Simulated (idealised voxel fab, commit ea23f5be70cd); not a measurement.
Proc. module: voxel transistor to metal
Shown is cross-section cut, with a width of 180 nm and square cells of size 5 nm.
The cross-sections in this document take the form of a grid made of square cells. They are written out as bands, in order from top to bottom. Each band consists of one or more rows of cells. In this notation a band is specified by the heights of its top and bottom, in that order and in nm, after which its materials appear from left to right, each paired with its width in nm. The word "full width" attached to a single material means that material fills the band from edge to edge; the word "air" stands for empty space. Height reference: 0 = level under which incoming wafer is all one material. Lowest band: no bottom, runs on downward, e.g. "from 0 down". A width such as "30 to 40" changes by the same amount from each row of cells to the next, from the band's top row to its bottom row. You'll sometimes find "remained unchanged" written for a step, and that's the way of saying that nowhere in the cross-section did a cell change during that step. Each empty space that has no open way to the top and spans at least 8 cells appears under "Sealed void list" as width x height at distance, the distance counted from the left edge, all in nm. Post-settings text on a step line: simulator's own remark regarding the step. overlay nm: mask right of planned place by this much (step with mask). Neg. = left.
**The process steps that were planned are listed below**
1,RECEIVE | material Si
2,OXIDIZE | depth nm 5
3,CONFORMAL_DEP | material SiN | thk nm 10
4,MASKED_ETCH | tone cover | mask id ACTIVE | width nm 125 | etch materials SiN | depth nm 10 | overlay nm 0
5,MASKED_ETCH | tone cover | mask id ACTIVE | width nm 125 | etch materials SiO2 | depth nm 5 | overlay nm 0
6,MASKED_ETCH | tone cover | mask id ACTIVE | width nm 125 | etch materials Si | depth nm 20 | overlay nm 0
7,OXIDIZE | depth nm 5
8,FILL_DEP | material SiO2 | thk nm 15
9,CMP | height nm 10
10,SELECTIVE_ETCH | etch materials SiO2 | depth nm 5
11,STRIP | etch materials SiN
12,SELECTIVE_ETCH | etch materials SiO2 | depth nm 5
13,OXIDIZE | depth nm 5
14,DIRECTIONAL_DEP | material polySi | thk nm 25
15,DIRECTIONAL_DEP | material SiCN | thk nm 10
16,MASKED_ETCH | tone cover | mask id GATE | width nm 35 | etch materials SiCN | depth nm 20 | overlay nm 0
17,MASKED_ETCH | tone cover | mask id GATE | width nm 35 | etch materials polySi | depth nm 35 | overlay nm 0
18,CONFORMAL_DEP | material SiO2 | thk nm 5
19,DIRECTIONAL_ETCH | etch materials SiO2 | depth nm 5
20,CONFORMAL_DEP | material SiN | thk nm 5
21,DIRECTIONAL_ETCH | etch materials SiN | depth nm 5
22,DIRECTIONAL_ETCH | etch materials SiO2 | depth nm 5
23,DIRECTIONAL_ETCH | etch materials Si | depth nm 10
24,EPI | material SiGe | thk nm 15
25,FILL_DEP | material SiO2 | thk nm 10
26,CMP | height nm 20
27,STRIP | etch materials polySi
28,SELECTIVE_ETCH | etch materials SiO2 | depth nm 5
29,CONFORMAL_DEP | material HfO2 | thk nm 5
30,CONFORMAL_DEP | material TiN | thk nm 5
31,FILL_DEP | material W | thk nm 10
32,CMP | height nm 15
33,DIRECTIONAL_DEP | material SiO2 | thk nm 15
34,MASKED_ETCH | tone open | mask id CONTACT | width nm 15 | pitch nm 85 | etch materials SiO2 | depth nm 35 | overlay nm 0
35,CONFORMAL_DEP | material TiN | thk nm 5
36,FILL_DEP | material Ru | thk nm 5
37,CMP | height nm 30
38,CONFORMAL_DEP | material SiN | thk nm 5
39,DIRECTIONAL_DEP | material lowk | thk nm 15
40,DIRECTIONAL_DEP | material aC | thk nm 15
41,PATTERN | tone open | mask id METAL_1 | material resist | width nm 20 | pitch nm 85 | thk nm 35 | overlay nm 0
42,DIRECTIONAL_ETCH | etch materials aC | depth nm 15
43,STRIP | etch materials resist
44,DIRECTIONAL_ETCH | etch materials lowk | depth nm 15
45,DIRECTIONAL_ETCH | etch materials SiN | depth nm 5
46,STRIP | etch materials aC
47,CONFORMAL_DEP | material TiN | thk nm 5
48,FILL_DEP | material Ru | thk nm 5
49,CMP | height nm 50
50,CONFORMAL_DEP | material SiCN | thk nm 5
Among the wafers covered here, the point of difference is the width nm at step 34; their starting state is shared, and the plan presents the value of the first wafer.
**The first of several wafers as received, shown in cross-section; this is its state after step 1**
- from 0 down: Si full width
- Sealed void list: none
**Here's the first of several wafers in cross-section, end of the module, after the last step, step 50**
- from 55 to 50: SiCN full width
- from 50 to 35: lowk 35 nm  TiN 5 nm  Ru 10 nm  TiN 5 nm  lowk 65 nm  TiN 5 nm  Ru 10 nm  TiN 5 nm  lowk 40 nm
- from 35 to 30: SiN 35 nm  TiN 20 nm  SiN 65 nm  TiN 20 nm  SiN 40 nm
- from 30 to 15: SiO2 40 nm  TiN 5 nm  Ru 5 nm  TiN 5 nm  SiO2 70 nm  TiN 5 nm  Ru 5 nm  TiN 5 nm  SiO2 40 nm
- from 15 to 10: SiO2 40 nm  TiN 5 nm  Ru 5 nm  TiN 5 nm  SiO2 5 nm  SiN 5 nm  HfO2 5 nm  TiN 5 nm  W 25 nm  TiN 5 nm  HfO2 5 nm  SiN 5 nm  SiO2 10 nm  TiN 5 nm  Ru 5 nm  TiN 5 nm  SiO2 40 nm
- from 10 to 5: SiO2 40 nm  TiN 15 nm  SiO2 5 nm  SiN 5 nm  HfO2 5 nm  TiN 5 nm  W 25 nm  TiN 5 nm  HfO2 5 nm  SiN 5 nm  SiO2 10 nm  TiN 15 nm  SiO2 40 nm
- from 5 to 0: SiO2 40 nm  TiN 5 nm  SiGe 15 nm  SiN 5 nm  HfO2 5 nm  TiN 5 nm  W 25 nm  TiN 5 nm  HfO2 5 nm  SiN 5 nm  SiGe 15 nm  TiN 10 nm  SiO2 40 nm
- from 0 to -5: SiO2 25 nm  SiN 5 nm  SiO2 10 nm  TiN 5 nm  SiGe 15 nm  SiN 5 nm  HfO2 5 nm  TiN 35 nm  HfO2 5 nm  SiN 5 nm  SiGe 15 nm  TiN 10 nm  SiO2 5 nm  SiN 5 nm  SiO2 30 nm
- from -5 to -10: SiO2 30 nm  SiGe 30 nm  SiO2 5 nm  HfO2 45 nm  SiO2 5 nm  SiGe 30 nm  SiO2 35 nm
- from -10 to -20: SiO2 30 nm  SiGe 30 nm  Si 55 nm  SiGe 30 nm  SiO2 35 nm
- from -20 to -30: SiO2 30 nm  Si 115 nm  SiO2 35 nm
- from -30 down: Si full width
- Sealed void list: none
**X-section, last wafer, module end**
- from 55 to 50: SiCN full width
- from 50 to 35: lowk 35 nm  TiN 5 nm  Ru 10 nm  TiN 5 nm  lowk 65 nm  TiN 5 nm  Ru 10 nm  TiN 5 nm  lowk 40 nm
- from 35 to 30: SiN 35 nm  TiN 20 nm  SiN 65 nm  TiN 20 nm  SiN 40 nm
- from 30 to 20: SiO2 30 nm  TiN 5 nm  Ru 25 nm  TiN 5 nm  SiO2 50 nm  TiN 5 nm  Ru 25 nm  TiN 5 nm  SiO2 30 nm
- from 20 to 15: SiO2 30 nm  TiN 5 nm  Ru 20 nm  TiN 10 nm  SiO2 50 nm  TiN 5 nm  Ru 25 nm  TiN 5 nm  SiO2 30 nm
- from 15 to 5: SiO2 30 nm  TiN 5 nm  Ru 20 to 5 nm  TiN 5 to 20 nm  SiN 5 nm  HfO2 5 nm  TiN 5 nm  W 25 nm  TiN 5 nm  HfO2 5 nm  SiN 5 nm  TiN 5 to 20 nm  Ru 25 to 10 nm  TiN 5 nm  SiO2 30 nm
- from 5 to 0: SiO2 30 nm  TiN 5 nm  Ru 5 nm  TiN 5 nm  SiGe 15 nm  SiN 5 nm  HfO2 5 nm  TiN 5 nm  W 25 nm  TiN 5 nm  HfO2 5 nm  SiN 5 nm  SiGe 15 nm  TiN 5 nm  Ru 5 nm  TiN 10 nm  SiO2 30 nm
- from 0 to -5: SiO2 25 nm  SiN 5 nm  TiN 15 nm  SiGe 15 nm  SiN 5 nm  HfO2 5 nm  TiN 35 nm  HfO2 5 nm  SiN 5 nm  SiGe 15 nm  TiN 15 nm  SiN 5 nm  SiO2 30 nm
- from -5 to -10: SiO2 30 nm  SiGe 30 nm  SiO2 5 nm  HfO2 45 nm  SiO2 5 nm  SiGe 30 nm  SiO2 35 nm
- from -10 to -20: SiO2 30 nm  SiGe 30 nm  Si 55 nm  SiGe 30 nm  SiO2 35 nm
- from -20 to -30: SiO2 30 nm  Si 115 nm  SiO2 35 nm
- from -30 down: Si full width
- Sealed void list: none
**Per wafer, end of module: cells gained (+) or lost (-) per material since receipt, then closed voids**
width nm 15, +17 HfO2, +20 Ru, -148 Si, +36 SiCN, +48 SiGe, +38 SiN, +225 SiO2, +61 TiN, +15 W, +84 lowk, Sealed void list: none
width nm 20, +17 HfO2, +28 Ru, -148 Si, +36 SiCN, +48 SiGe, +38 SiN, +213 SiO2, +65 TiN, +15 W, +84 lowk, Sealed void list: none
width nm 25, +17 HfO2, +38 Ru, -148 Si, +36 SiCN, +48 SiGe, +38 SiN, +201 SiO2, +67 TiN, +15 W, +84 lowk, Sealed void list: none
width nm 30, +17 HfO2, +48 Ru, -148 Si, +36 SiCN, +48 SiGe, +38 SiN, +189 SiO2, +69 TiN, +15 W, +84 lowk, Sealed void list: none
width nm 35, +17 HfO2, +55 Ru, -148 Si, +36 SiCN, +48 SiGe, +38 SiN, +180 SiO2, +71 TiN, +15 W, +84 lowk, Sealed void list: none
